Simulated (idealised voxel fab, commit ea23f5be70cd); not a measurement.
Herein follows the process module entitled voxel trench capacitor.
Section cut is 240 nm wide and gridded with 5 nm square cells.
Just so we're on the same page, the cross-sections are grids of square cells, and they're listed out in bands top to bottom, each band one or more rows deep.
The entry gives the band's vertical extent as a top height and a bottom height in nm, then its horizontal make-up as materials from left to right, each with a width in nm. "empty" stands for empty space; a single material marked "full width" fills the band edge to edge.
We count height from 0. Below that, the starting wafer is all one material. The lowest band never ends at the bottom but goes on down; see "0 down" for how that is written.
Quick explanation for "30 to 40": the width changes in equal steps down the rows of cells, from the first number in the band's top row to the second number in its bottom row.
"same as before" -> step changed no cross-section cell.
In "Non-vented voids" the enclosed voids are listed, meaning empty spaces of 8 cells or larger without any opening to the top. The form is width x height at distance, distance from the left edge, units nm.
Step line, after settings: the simulator's comment on this step.
overlay nm: mask right of planned place by this much (step with mask). Neg. = left.
# The planned process steps are enumerated hereunder
1: RECEIVE | material Si
2: CONFORMAL_DEP | material SiN | thk nm 10
3: MASKED_ETCH | tone open | mask id TRENCH | width nm 30 | pitch nm 60 | etch materials SiN | depth nm 10 | overlay nm 0
4: MASKED_ETCH | tone open | mask id TRENCH | width nm 30 | pitch nm 60 | etch materials Si | depth nm 30 | overlay nm 0
5: CONFORMAL_DEP | material Al2O3 | thk nm 5
6: CONFORMAL_DEP | material TiN | thk nm 5
7: FILL_DEP | material W | thk nm 10
8: CMP | height nm 10
# First out of two wafers; run went to plan
# Cross-section: wafer on arrival = after step 1
    0 down = Si full width
    Non-vented voids: none
# Cross-section through the wafer, step 2 finished
    10 to 0 = SiN full width
    Below 0, the layers are the same as they were.
# Cross-section through the wafer, step 3 finished
    10 to 0 = 45 nm SiN  30 nm empty  30 nm SiN  30 nm empty  30 nm SiN  30 nm empty  45 nm SiN
    Below 0, the layers are the same as they were.
# Cross-section through the wafer, step 4 finished
    10 to 0 = 45 nm SiN  30 nm empty  30 nm SiN  30 nm empty  30 nm SiN  30 nm empty  45 nm SiN
    0 to -30 = 45 nm Si  30 nm empty  30 nm Si  30 nm empty  30 nm Si  30 nm empty  45 nm Si
    Below -30, the layers are the same as they were.
# Cross-section through the wafer, step 5 finished
    15 to 10 = 50 nm Al2O3  20 nm empty  40 nm Al2O3  20 nm empty  40 nm Al2O3  20 nm empty  50 nm Al2O3
    10 to 0 = 45 nm SiN  5 nm Al2O3  20 nm empty  5 nm Al2O3  30 nm SiN  5 nm Al2O3  20 nm empty  5 nm Al2O3  30 nm SiN  5 nm Al2O3  20 nm empty  5 nm Al2O3  45 nm SiN
    0 to -25 = 45 nm Si  5 nm Al2O3  20 nm empty  5 nm Al2O3  30 nm Si  5 nm Al2O3  20 nm empty  5 nm Al2O3  30 nm Si  5 nm Al2O3  20 nm empty  5 nm Al2O3  45 nm Si
    -25 to -30 = 45 nm Si  30 nm Al2O3  30 nm Si  30 nm Al2O3  30 nm Si  30 nm Al2O3  45 nm Si
    Below -30, the layers are the same as they were.
# Cross-section through the wafer, step 6 finished
    20 to 15 = 55 nm TiN  10 nm empty  50 nm TiN  10 nm empty  50 nm TiN  10 nm empty  55 nm TiN
    15 to 10 = 50 nm Al2O3  5 nm TiN  10 nm empty  5 nm TiN  40 nm Al2O3  5 nm TiN  10 nm empty  5 nm TiN  40 nm Al2O3  5 nm TiN  10 nm empty  5 nm TiN  50 nm Al2O3
    10 to 0 = 45 nm SiN  5 nm Al2O3  5 nm TiN  10 nm empty  5 nm TiN  5 nm Al2O3  30 nm SiN  5 nm Al2O3  5 nm TiN  10 nm empty  5 nm TiN  5 nm Al2O3  30 nm SiN  5 nm Al2O3  5 nm TiN  10 nm empty  5 nm TiN  5 nm Al2O3  45 nm SiN
    0 to -20 = 45 nm Si  5 nm Al2O3  5 nm TiN  10 nm empty  5 nm TiN  5 nm Al2O3  30 nm Si  5 nm Al2O3  5 nm TiN  10 nm empty  5 nm TiN  5 nm Al2O3  30 nm Si  5 nm Al2O3  5 nm TiN  10 nm empty  5 nm TiN  5 nm Al2O3  45 nm Si
    -20 to -25 = 45 nm Si  5 nm Al2O3  20 nm TiN  5 nm Al2O3  30 nm Si  5 nm Al2O3  20 nm TiN  5 nm Al2O3  30 nm Si  5 nm Al2O3  20 nm TiN  5 nm Al2O3  45 nm Si
    Below -25, the layers are the same as they were.
# Cross-section through the wafer, step 7 finished
    30 to 20 = W full width
    20 to 15 = 55 nm TiN  10 nm W  50 nm TiN  10 nm W  50 nm TiN  10 nm W  55 nm TiN
    15 to 10 = 50 nm Al2O3  5 nm TiN  10 nm W  5 nm TiN  40 nm Al2O3  5 nm TiN  10 nm W  5 nm TiN  40 nm Al2O3  5 nm TiN  10 nm W  5 nm TiN  50 nm Al2O3
    10 to 0 = 45 nm SiN  5 nm Al2O3  5 nm TiN  10 nm W  5 nm TiN  5 nm Al2O3  30 nm SiN  5 nm Al2O3  5 nm TiN  10 nm W  5 nm TiN  5 nm Al2O3  30 nm SiN  5 nm Al2O3  5 nm TiN  10 nm W  5 nm TiN  5 nm Al2O3  45 nm SiN
    0 to -20 = 45 nm Si  5 nm Al2O3  5 nm TiN  10 nm W  5 nm TiN  5 nm Al2O3  30 nm Si  5 nm Al2O3  5 nm TiN  10 nm W  5 nm TiN  5 nm Al2O3  30 nm Si  5 nm Al2O3  5 nm TiN  10 nm W  5 nm TiN  5 nm Al2O3  45 nm Si
    Below -20, the layers are the same as they were.
# Cross-section through the wafer, step 8 finished
    10 to 0 = 45 nm SiN  5 nm Al2O3  5 nm TiN  10 nm W  5 nm TiN  5 nm Al2O3  30 nm SiN  5 nm Al2O3  5 nm TiN  10 nm W  5 nm TiN  5 nm Al2O3  30 nm SiN  5 nm Al2O3  5 nm TiN  10 nm W  5 nm TiN  5 nm Al2O3  45 nm SiN
    Below 0, the layers are the same as they were.
# What follows concerns the second wafer, which started out like the first and was meant to follow the very same plan; one mistake crept in when it was run, but everything up to and including step 3 is the same as for the first wafer
# Cross-sectional representation of the second wafer at the time designated in the plan for the completion of step 4
    10 to 0 = 45 nm SiN  30 nm empty  30 nm SiN  30 nm empty  30 nm SiN  30 nm empty  45 nm SiN
    0 to -30 = 50 nm Si  20 nm empty  40 nm Si  20 nm empty  40 nm Si  20 nm empty  50 nm Si
    Below -30, the layers are the same as they were.
# Cross-sectional representation of the second wafer at the time designated in the plan for the completion of step 5
    15 to 10 = 50 nm Al2O3  20 nm empty  40 nm Al2O3  20 nm empty  40 nm Al2O3  20 nm empty  50 nm Al2O3
    10 to 0 = 45 nm SiN  5 to 10 nm Al2O3  20 to 10 nm empty  5 to 10 nm Al2O3  30 nm SiN  5 to 10 nm Al2O3  20 to 10 nm empty  5 to 10 nm Al2O3  30 nm SiN  5 to 10 nm Al2O3  20 to 10 nm empty  5 to 10 nm Al2O3  45 nm SiN
    0 to -25 = 50 nm Si  5 nm Al2O3  10 nm empty  5 nm Al2O3  40 nm Si  5 nm Al2O3  10 nm empty  5 nm Al2O3  40 nm Si  5 nm Al2O3  10 nm empty  5 nm Al2O3  50 nm Si
    -25 to -30 = 50 nm Si  20 nm Al2O3  40 nm Si  20 nm Al2O3  40 nm Si  20 nm Al2O3  50 nm Si
    Below -30, the layers are the same as they were.
# Cross-sectional representation of the second wafer at the time designated in the plan for the completion of step 6
    20 to 15 = 55 nm TiN  10 nm empty  50 nm TiN  10 nm empty  50 nm TiN  10 nm empty  55 nm TiN
    15 to 10 = 50 nm Al2O3  5 nm TiN  10 nm empty  5 nm TiN  40 nm Al2O3  5 nm TiN  10 nm empty  5 nm TiN  40 nm Al2O3  5 nm TiN  10 nm empty  5 nm TiN  50 nm Al2O3
    10 to 0 = 45 nm SiN  5 to 10 nm Al2O3  20 to 10 nm TiN  5 to 10 nm Al2O3  30 nm SiN  5 to 10 nm Al2O3  20 to 10 nm TiN  5 to 10 nm Al2O3  30 nm SiN  5 to 10 nm Al2O3  20 to 10 nm TiN  5 to 10 nm Al2O3  45 nm SiN
    0 to -25 = 50 nm Si  5 nm Al2O3  10 nm TiN  5 nm Al2O3  40 nm Si  5 nm Al2O3  10 nm TiN  5 nm Al2O3  40 nm Si  5 nm Al2O3  10 nm TiN  5 nm Al2O3  50 nm Si
    Below -25, the layers are the same as they were.
# Cross-sectional representation of the second wafer at the time designated in the plan for the completion of step 7
    30 to 20 = W full width
    20 to 15 = 55 nm TiN  10 nm W  50 nm TiN  10 nm W  50 nm TiN  10 nm W  55 nm TiN
    15 to 10 = 50 nm Al2O3  5 nm TiN  10 nm W  5 nm TiN  40 nm Al2O3  5 nm TiN  10 nm W  5 nm TiN  40 nm Al2O3  5 nm TiN  10 nm W  5 nm TiN  50 nm Al2O3
    Below 10, the layers are the same as they were.
# Cross-sectional representation of the second wafer at the time designated in the plan for the completion of step 8
    10 to 0 = 45 nm SiN  5 to 10 nm Al2O3  20 to 10 nm TiN  5 to 10 nm Al2O3  30 nm SiN  5 to 10 nm Al2O3  20 to 10 nm TiN  5 to 10 nm Al2O3  30 nm SiN  5 to 10 nm Al2O3  20 to 10 nm TiN  5 to 10 nm Al2O3  45 nm SiN
    Below 0, the layers are the same as they were.
Heads up, the wafer didn't run the way we planned it: contrary to plan, step 4 was performed as MASKED_ETCH | tone open | mask id TRENCH | width nm 20 | pitch nm 60 | etch materials Si | depth nm 30 | overlay nm 0
at the end the second wafer has, in cells: Si: 36 more, W: 36 fewer
